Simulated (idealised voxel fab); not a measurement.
process module | voxel fin reveal
cross-section cut | 200 nm wide | cells 5 nm
A cross-section is a grid of square cells, given in bands from the top down. A band is one or more rows of cells.
Each band's line starts with the height of the band's top and of its bottom, in nm. Then come its materials from left to right, each with its width in nm. One material with "throughout" fills the band from edge to edge. "air" is empty space.
Height 0 is the level under which the wafer as received is all one material. The lowest band goes on downwards, as in "0 down".
A width such as "30 to 40" changes by the same amount from each row of cells to the next, from the band's top row to its bottom row.
"no change" after a step means that no cell of the cross-section changed.
closed voids: empty space of 8 cells or more with no open way to the top, each as width x height at its distance from the left edge, in nm
after a step's settings: what the simulator itself notes on the step
overlay nm, on a step with a mask: how far to the right of its planned place the mask lay; to the left if negative
plan
1 op RECEIVE | material Si
2 op CONFORMAL_DEP | material SiN | thk nm 10
3 op MASKED_ETCH | tone cover | mask id FINS | width nm 15 | pitch nm 45 | etch materials SiN | depth nm 10 | overlay nm 0
4 op MASKED_ETCH | tone cover | mask id FINS | width nm 15 | pitch nm 45 | etch materials Si | depth nm 40 | overlay nm 0
5 op OXIDIZE | depth nm 5
6 op FILL_DEP | material SiO2 | thk nm 10
7 op CMP | height nm 10
8 op SELECTIVE_ETCH | etch materials SiO2 | depth nm 40
9 op STRIP | etch materials SiN
as received, after step 1
  0 down: Si throughout
  closed voids: none
first wafer at the end, as planned
  0 to -30: air 75 | Si 5 | air 40 | Si 5 | air 75
  -30 to -45: SiO2 75 | Si 5 | SiO2 40 | Si 5 | SiO2 75
  -45 down: Si throughout
  closed voids: none
second wafer at the end: like start, like plan, one mistake
  10 to 0: air 70 | SiN 15 | air 30 | SiN 15 | air 70
  0 to -30: air 75 | Si 5 | air 40 | Si 5 | air 75
  -30 to -45: SiO2 75 | Si 5 | SiO2 40 | Si 5 | SiO2 75
  -45 down: Si throughout
  closed voids: none
what went wrong: step 9 was left out
at the end the second wafer has, in cells: 12 more of SiN
